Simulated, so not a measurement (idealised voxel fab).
process module | voxel capacitor over wiring
Xsec cut, 145 nm wide, square cell size 5 nm.
The cross-sections in this document take the form of a grid made of square cells. They are written out as bands, in order from top to bottom. Each band consists of one or more rows of cells.
Each band's line starts with the height of the band's top and of its bottom, in nm. Then come its materials from left to right, each with its width in nm. One material with "throughout" fills the band from edge to edge. "empty" is empty space.
Where do heights start? At 0: under that level the wafer as delivered is made of one material only. And the lowest band has no floor; it just carries on downward, as in "0 down".
A width such as "30 to 40" changes by the same amount from each row of cells to the next, from the band's top row to its bottom row.
When a step is marked "nothing altered", none of the cells in the cross-section changed during that step.
Each empty space that has no open way to the top and spans at least 8 cells appears under "Closed void catalog" as width x height at distance, the distance counted from the left edge, all in nm.
On each step's line, the part that comes after the settings is the simulator's own comment on the step.
Among the settings permitted on a step's line is "overlay nm"; applied to a step with a mask, it specifies the extent to which the mask lay to the right of its planned position, whereas a negative figure signifies a position to the left.

**plan**
step 1: op RECEIVE | material Si
step 2: op CONFORMAL_DEP | material SiO2 | thk nm 15
step 3: op DIRECTIONAL_DEP | material TiN | thk nm 5
step 4: op DIRECTIONAL_DEP | material Ru | thk nm 15
step 5: op PATTERN | tone cover | mask id METAL_1 | material resist | width nm 25 | pitch nm 75 | thk nm 20 | overlay nm 0
step 6: op DIRECTIONAL_ETCH | etch materials Ru | depth nm 15
step 7: op DIRECTIONAL_ETCH | etch materials TiN | depth nm 5
step 8: op STRIP | etch materials resist
step 9: op FILL_DEP | material SiO2 | thk nm 10
step 10: op CMP | height nm 35
step 11: op CONFORMAL_DEP | material SiCN | thk nm 5
step 12: op DIRECTIONAL_DEP | material SiO2 | thk nm 10
step 13: op DIRECTIONAL_DEP | material aC | thk nm 15
step 14: op PATTERN | tone open | mask id PLUG_1 | material resist | width nm 15 | thk nm 30 | overlay nm 0
step 15: op DIRECTIONAL_ETCH | etch materials aC | depth nm 15
step 16: op STRIP | etch materials resist
step 17: op DIRECTIONAL_ETCH | etch materials SiO2 | depth nm 10
step 18: op DIRECTIONAL_ETCH | etch materials SiCN | depth nm 5
step 19: op STRIP | etch materials aC
step 20: op CONFORMAL_DEP | material TiN | thk nm 5
step 21: op FILL_DEP | material W | thk nm 5
step 22: op CMP | height nm 50
step 23: op DIRECTIONAL_DEP | material TiN | thk nm 5
step 24: op DIRECTIONAL_DEP | material Al2O3 | thk nm 5
step 25: op DIRECTIONAL_DEP | material TiN | thk nm 10
step 26: op DIRECTIONAL_DEP | material aC | thk nm 10
step 27: op PATTERN | tone cover | mask id UPPER_PLATE | material resist | width nm 55 | thk nm 25 | overlay nm 0
step 28: op DIRECTIONAL_ETCH | etch materials aC | depth nm 10
step 29: op STRIP | etch materials resist
step 30: op DIRECTIONAL_ETCH | etch materials TiN | depth nm 10
step 31: op DIRECTIONAL_ETCH | etch materials Al2O3 | depth nm 5
step 32: op STRIP | etch materials aC
step 33: op PATTERN | tone cover | mask id LOWER_PLATE | material resist | width nm 65 | thk nm 15 | overlay nm 0
step 34: op DIRECTIONAL_ETCH | etch materials TiN | depth nm 5
step 35: op STRIP | etch materials resist
step 36: op FILL_DEP | material SiO2 | thk nm 20
step 37: op CMP | height nm 85
step 38: op PATTERN | tone open | mask id PLUG_2 | material resist | width nm 15 | thk nm 20 | overlay nm 0
step 39: op DIRECTIONAL_ETCH | etch materials SiO2 | depth nm 15
step 40: op STRIP | etch materials resist
step 41: op CONFORMAL_DEP | material TiN | thk nm 5
step 42: op FILL_DEP | material Ru | thk nm 5
step 43: op CMP | height nm 85
step 44: op CONFORMAL_DEP | material SiN | thk nm 5

**Concerning the first of two wafers, which was run in accordance with the plan**

**Delivered wafer in cross-section: state after step 1**
- 0 down = Si throughout
- Closed void catalog: none

**Cross-section: wafer state after step 2**
- 15 to 0 = SiO2 throughout
- Below 0, no change.

**Cross-section: wafer state after step 3**
- 20 to 15 = TiN throughout
- Below 15, no change.

**Cross-section: wafer state after step 4**
- 35 to 20 = Ru throughout
- Below 20, no change.

**Cross-section: wafer state after step 5**
- 55 to 35 = empty 20 nm, resist 25 nm, empty 50 nm, resist 25 nm, empty 25 nm
- Below 35, no change.

**Cross-section: wafer state after step 6**
- 55 to 35 = empty 20 nm, resist 25 nm, empty 50 nm, resist 25 nm, empty 25 nm
- 35 to 20 = empty 20 nm, Ru 25 nm, empty 50 nm, Ru 25 nm, empty 25 nm
- Below 20, no change.

**Cross-section: wafer state after step 7**
- 55 to 35 = empty 20 nm, resist 25 nm, empty 50 nm, resist 25 nm, empty 25 nm
- 35 to 20 = empty 20 nm, Ru 25 nm, empty 50 nm, Ru 25 nm, empty 25 nm
- 20 to 15 = empty 20 nm, TiN 25 nm, empty 50 nm, TiN 25 nm, empty 25 nm
- Below 15, no change.

**Cross-section: wafer state after step 8**
- 35 to 20 = empty 20 nm, Ru 25 nm, empty 50 nm, Ru 25 nm, empty 25 nm
- Below 20, no change.

**Cross-section: wafer state after step 9**
- 45 to 35 = SiO2 throughout
- 35 to 20 = SiO2 20 nm, Ru 25 nm, SiO2 50 nm, Ru 25 nm, SiO2 25 nm
- 20 to 15 = SiO2 20 nm, TiN 25 nm, SiO2 50 nm, TiN 25 nm, SiO2 25 nm
- Below 15, no change.

**Cross-section: wafer state after step 10**
- 35 to 20 = SiO2 20 nm, Ru 25 nm, SiO2 50 nm, Ru 25 nm, SiO2 25 nm
- Below 20, no change.

**Cross-section: wafer state after step 11**
- 40 to 35 = SiCN throughout
- Below 35, no change.

**Cross-section: wafer state after step 12**
- 50 to 40 = SiO2 throughout
- Below 40, no change.

**Cross-section: wafer state after step 13**
- 65 to 50 = aC throughout
- Below 50, no change.

**Cross-section: wafer state after step 14**
- 95 to 65 = resist 30 nm, empty 15 nm, resist 100 nm
- Below 65, no change.

**Cross-section: wafer state after step 15**
- 80 to 65 = resist 30 nm, empty 15 nm, resist 100 nm
- 65 to 50 = aC 30 nm, empty 15 nm, aC 100 nm
- Below 50, no change.

**Cross-section: wafer state after step 16**
- 65 to 50 = aC 30 nm, empty 15 nm, aC 100 nm
- Below 50, no change.

**Cross-section: wafer state after step 17**
- 65 to 50 = aC 30 nm, empty 15 nm, aC 100 nm
- 50 to 40 = SiO2 30 nm, empty 15 nm, SiO2 100 nm
- Below 40, no change.

**Cross-section: wafer state after step 18**
- 65 to 50 = aC 30 nm, empty 15 nm, aC 100 nm
- 50 to 40 = SiO2 30 nm, empty 15 nm, SiO2 100 nm
- 40 to 35 = SiCN 30 nm, empty 15 nm, SiCN 100 nm
- Below 35, no change.

**Cross-section: wafer state after step 19**
- 50 to 40 = SiO2 30 nm, empty 15 nm, SiO2 100 nm
- Below 40, no change.

**Cross-section: wafer state after step 20**
- 55 to 50 = TiN 35 nm, empty 5 nm, TiN 105 nm
- 50 to 40 = SiO2 30 nm, TiN 5 nm, empty 5 nm, TiN 5 nm, SiO2 100 nm
- 40 to 35 = SiCN 30 nm, TiN 15 nm, SiCN 100 nm
- Below 35, no change.

**Cross-section: wafer state after step 21**
- 60 to 55 = W throughout
- 55 to 50 = TiN 35 nm, W 5 nm, TiN 105 nm
- 50 to 40 = SiO2 30 nm, TiN 5 nm, W 5 nm, TiN 5 nm, SiO2 100 nm
- Below 40, no change.

**Cross-section: wafer state after step 22**
- 50 to 40 = SiO2 30 nm, TiN 5 nm, W 5 nm, TiN 5 nm, SiO2 100 nm
- Below 40, no change.

**Cross-section: wafer state after step 23**
- 55 to 50 = TiN throughout
- Below 50, no change.

**Cross-section: wafer state after step 24**
- 60 to 55 = Al2O3 throughout
- Below 55, no change.

**Cross-section: wafer state after step 25**
- 70 to 60 = TiN throughout
- Below 60, no change.

**Cross-section: wafer state after step 26**
- 80 to 70 = aC throughout
- Below 70, no change.

**Cross-section: wafer state after step 27**
- 105 to 80 = empty 30 nm, resist 55 nm, empty 60 nm
- Below 80, no change.

**Cross-section: wafer state after step 28**
- 95 to 80 = empty 30 nm, resist 55 nm, empty 60 nm
- 80 to 70 = empty 30 nm, aC 55 nm, empty 60 nm
- Below 70, no change.

**Cross-section: wafer state after step 29**
- 80 to 70 = empty 30 nm, aC 55 nm, empty 60 nm
- Below 70, no change.

**Cross-section: wafer state after step 30**
- 80 to 70 = empty 30 nm, aC 55 nm, empty 60 nm
- 70 to 60 = empty 30 nm, TiN 55 nm, empty 60 nm
- Below 60, no change.

**Cross-section: wafer state after step 31**
- 80 to 70 = empty 30 nm, aC 55 nm, empty 60 nm
- 70 to 60 = empty 30 nm, TiN 55 nm, empty 60 nm
- 60 to 55 = empty 30 nm, Al2O3 55 nm, empty 60 nm
- Below 55, no change.

**Cross-section: wafer state after step 32**
- 70 to 60 = empty 30 nm, TiN 55 nm, empty 60 nm
- Below 60, no change.

**Cross-section: wafer state after step 33**
- 85 to 70 = empty 25 nm, resist 65 nm, empty 55 nm
- 70 to 60 = empty 25 nm, resist 5 nm, TiN 55 nm, resist 5 nm, empty 55 nm
- 60 to 55 = empty 25 nm, resist 5 nm, Al2O3 55 nm, resist 5 nm, empty 55 nm
- Below 55, no change.

**Cross-section: wafer state after step 34**
- 85 to 70 = empty 25 nm, resist 65 nm, empty 55 nm
- 70 to 60 = empty 25 nm, resist 5 nm, TiN 55 nm, resist 5 nm, empty 55 nm
- 60 to 55 = empty 25 nm, resist 5 nm, Al2O3 55 nm, resist 5 nm, empty 55 nm
- 55 to 50 = empty 25 nm, TiN 65 nm, empty 55 nm
- Below 50, no change.

**Cross-section: wafer state after step 35**
- 70 to 60 = empty 30 nm, TiN 55 nm, empty 60 nm
- 60 to 55 = empty 30 nm, Al2O3 55 nm, empty 60 nm
- Below 55, no change.

**Cross-section: wafer state after step 36**
- 90 to 70 = SiO2 throughout
- 70 to 60 = SiO2 30 nm, TiN 55 nm, SiO2 60 nm
- 60 to 55 = SiO2 30 nm, Al2O3 55 nm, SiO2 60 nm
- 55 to 50 = SiO2 25 nm, TiN 65 nm, SiO2 55 nm
- Below 50, no change.

**Cross-section: wafer state after step 37**
- 85 to 70 = SiO2 throughout
- Below 70, no change.

**Cross-section: wafer state after step 38**
- 105 to 85 = resist 40 nm, empty 15 nm, resist 90 nm
- Below 85, no change.

**Cross-section: wafer state after step 39**
- 105 to 85 = resist 40 nm, empty 15 nm, resist 90 nm
- 85 to 70 = SiO2 40 nm, empty 15 nm, SiO2 90 nm
- Below 70, no change.

**Cross-section: wafer state after step 40**
- 85 to 70 = SiO2 40 nm, empty 15 nm, SiO2 90 nm
- Below 70, no change.

**Cross-section: wafer state after step 41**
- 90 to 85 = TiN 45 nm, empty 5 nm, TiN 95 nm
- 85 to 75 = SiO2 40 nm, TiN 5 nm, empty 5 nm, TiN 5 nm, SiO2 90 nm
- 75 to 70 = SiO2 40 nm, TiN 15 nm, SiO2 90 nm
- Below 70, no change.

**Cross-section: wafer state after step 42**
- 95 to 90 = Ru throughout
- 90 to 85 = TiN 45 nm, Ru 5 nm, TiN 95 nm
- 85 to 75 = SiO2 40 nm, TiN 5 nm, Ru 5 nm, TiN 5 nm, SiO2 90 nm
- Below 75, no change.

**Cross-section: wafer state after step 43**
- 85 to 75 = SiO2 40 nm, TiN 5 nm, Ru 5 nm, TiN 5 nm, SiO2 90 nm
- Below 75, no change.

**Cross-section: wafer state after step 44**
- 90 to 85 = SiN throughout
- Below 85, no change.

**Companion wafer, the second of two: same beginning, same intended sequence, one mistake in carrying it out; through step 9 inclusive it tracks the first exactly**

**Cross-section: second wafer, time at which step 10 was scheduled to end**
- 40 to 35 = SiO2 throughout
- Below 35, no change.

**Cross-section: second wafer, time at which step 11 was scheduled to end**
- 45 to 40 = SiCN throughout
- Below 40, no change.

**Cross-section: second wafer, time at which step 12 was scheduled to end**
- 55 to 45 = SiO2 throughout
- Below 45, no change.

**Cross-section: second wafer, time at which step 13 was scheduled to end**
- 70 to 55 = aC throughout
- Below 55, no change.

**Cross-section: second wafer, time at which step 14 was scheduled to end**
- 100 to 70 = resist 30 nm, empty 15 nm, resist 100 nm
- Below 70, no change.

**Cross-section: second wafer, time at which step 15 was scheduled to end**
- 85 to 70 = resist 30 nm, empty 15 nm, resist 100 nm
- 70 to 55 = aC 30 nm, empty 15 nm, aC 100 nm
- Below 55, no change.

**Cross-section: second wafer, time at which step 16 was scheduled to end**
- 70 to 55 = aC 30 nm, empty 15 nm, aC 100 nm
- Below 55, no change.

**Cross-section: second wafer, time at which step 17 was scheduled to end**
- 70 to 55 = aC 30 nm, empty 15 nm, aC 100 nm
- 55 to 45 = SiO2 30 nm, empty 15 nm, SiO2 100 nm
- Below 45, no change.

**Cross-section: second wafer, time at which step 18 was scheduled to end**
- 70 to 55 = aC 30 nm, empty 15 nm, aC 100 nm
- 55 to 45 = SiO2 30 nm, empty 15 nm, SiO2 100 nm
- 45 to 40 = SiCN 30 nm, empty 15 nm, SiCN 100 nm
- Below 40, no change.

**Cross-section: second wafer, time at which step 19 was scheduled to end**
- 55 to 45 = SiO2 30 nm, empty 15 nm, SiO2 100 nm
- Below 45, no change.

**Cross-section: second wafer, time at which step 20 was scheduled to end**
- 60 to 55 = TiN 35 nm, empty 5 nm, TiN 105 nm
- 55 to 45 = SiO2 30 nm, TiN 5 nm, empty 5 nm, TiN 5 nm, SiO2 100 nm
- 45 to 40 = SiCN 30 nm, TiN 15 nm, SiCN 100 nm
- Below 40, no change.

**Cross-section: second wafer, time at which step 21 was scheduled to end**
- 65 to 60 = W throughout
- 60 to 55 = TiN 35 nm, W 5 nm, TiN 105 nm
- 55 to 45 = SiO2 30 nm, TiN 5 nm, W 5 nm, TiN 5 nm, SiO2 100 nm
- Below 45, no change.

**Cross-section: second wafer, time at which step 22 was scheduled to end**
- 50 to 45 = SiO2 30 nm, TiN 5 nm, W 5 nm, TiN 5 nm, SiO2 100 nm
- Below 45, no change.

**Cross-section: second wafer, time at which step 23 was scheduled to end**
- 55 to 50 = TiN throughout
- Below 50, no change.

**Cross-section: second wafer, time at which step 24 was scheduled to end**
- 60 to 55 = Al2O3 throughout
- Below 55, no change.

**Cross-section: second wafer, time at which step 25 was scheduled to end**
- 70 to 60 = TiN throughout
- Below 60, no change.

**Cross-section: second wafer, time at which step 26 was scheduled to end**
- 80 to 70 = aC throughout
- Below 70, no change.

**Cross-section: second wafer, time at which step 27 was scheduled to end**
- 105 to 80 = empty 30 nm, resist 55 nm, empty 60 nm
- Below 80, no change.

**Cross-section: second wafer, time at which step 28 was scheduled to end**
- 95 to 80 = empty 30 nm, resist 55 nm, empty 60 nm
- 80 to 70 = empty 30 nm, aC 55 nm, empty 60 nm
- Below 70, no change.

**Cross-section: second wafer, time at which step 29 was scheduled to end**
- 80 to 70 = empty 30 nm, aC 55 nm, empty 60 nm
- Below 70, no change.

**Cross-section: second wafer, time at which step 30 was scheduled to end**
- 80 to 70 = empty 30 nm, aC 55 nm, empty 60 nm
- 70 to 60 = empty 30 nm, TiN 55 nm, empty 60 nm
- Below 60, no change.

**Cross-section: second wafer, time at which step 31 was scheduled to end**
- 80 to 70 = empty 30 nm, aC 55 nm, empty 60 nm
- 70 to 60 = empty 30 nm, TiN 55 nm, empty 60 nm
- 60 to 55 = empty 30 nm, Al2O3 55 nm, empty 60 nm
- Below 55, no change.

**Cross-section: second wafer, time at which step 32 was scheduled to end**
- 70 to 60 = empty 30 nm, TiN 55 nm, empty 60 nm
- Below 60, no change.

**Cross-section: second wafer, time at which step 33 was scheduled to end**
- 85 to 70 = empty 25 nm, resist 65 nm, empty 55 nm
- 70 to 60 = empty 25 nm, resist 5 nm, TiN 55 nm, resist 5 nm, empty 55 nm
- 60 to 55 = empty 25 nm, resist 5 nm, Al2O3 55 nm, resist 5 nm, empty 55 nm
- Below 55, no change.

**Cross-section: second wafer, time at which step 34 was scheduled to end**
- 85 to 70 = empty 25 nm, resist 65 nm, empty 55 nm
- 70 to 60 = empty 25 nm, resist 5 nm, TiN 55 nm, resist 5 nm, empty 55 nm
- 60 to 55 = empty 25 nm, resist 5 nm, Al2O3 55 nm, resist 5 nm, empty 55 nm
- 55 to 50 = empty 25 nm, TiN 65 nm, empty 55 nm
- Below 50, no change.

**Cross-section: second wafer, time at which step 35 was scheduled to end**
- 70 to 60 = empty 30 nm, TiN 55 nm, empty 60 nm
- 60 to 55 = empty 30 nm, Al2O3 55 nm, empty 60 nm
- Below 55, no change.

**Cross-section: second wafer, time at which step 36 was scheduled to end**
- 90 to 70 = SiO2 throughout
- 70 to 60 = SiO2 30 nm, TiN 55 nm, SiO2 60 nm
- 60 to 55 = SiO2 30 nm, Al2O3 55 nm, SiO2 60 nm
- 55 to 50 = SiO2 25 nm, TiN 65 nm, SiO2 55 nm
- Below 50, no change.

**Cross-section: second wafer, time at which step 37 was scheduled to end**
- 85 to 70 = SiO2 throughout
- Below 70, no change.

**Cross-section: second wafer, time at which step 38 was scheduled to end**
- 105 to 85 = resist 40 nm, empty 15 nm, resist 90 nm
- Below 85, no change.

**Cross-section: second wafer, time at which step 39 was scheduled to end**
- 105 to 85 = resist 40 nm, empty 15 nm, resist 90 nm
- 85 to 70 = SiO2 40 nm, empty 15 nm, SiO2 90 nm
- Below 70, no change.

**Cross-section: second wafer, time at which step 40 was scheduled to end**
- 85 to 70 = SiO2 40 nm, empty 15 nm, SiO2 90 nm
- Below 70, no change.

**Cross-section: second wafer, time at which step 41 was scheduled to end**
- 90 to 85 = TiN 45 nm, empty 5 nm, TiN 95 nm
- 85 to 75 = SiO2 40 nm, TiN 5 nm, empty 5 nm, TiN 5 nm, SiO2 90 nm
- 75 to 70 = SiO2 40 nm, TiN 15 nm, SiO2 90 nm
- Below 70, no change.

**Cross-section: second wafer, time at which step 42 was scheduled to end**
- 95 to 90 = Ru throughout
- 90 to 85 = TiN 45 nm, Ru 5 nm, TiN 95 nm
- 85 to 75 = SiO2 40 nm, TiN 5 nm, Ru 5 nm, TiN 5 nm, SiO2 90 nm
- Below 75, no change.

**Cross-section: second wafer, time at which step 43 was scheduled to end**
- 85 to 75 = SiO2 40 nm, TiN 5 nm, Ru 5 nm, TiN 5 nm, SiO2 90 nm
- Below 75, no change.

**Cross-section: second wafer, time at which step 44 was scheduled to end**
- 90 to 85 = SiN throughout
- Below 85, no change.
The mistake made against the process plan was this: planned and actual differ for step 10; actual: op CMP | height nm 40
Looking at both finished wafers in cells, the second ends up ahead of or behind the first on some materials: 3 more of SiO2; 2 fewer of TiN; 1 fewer of W
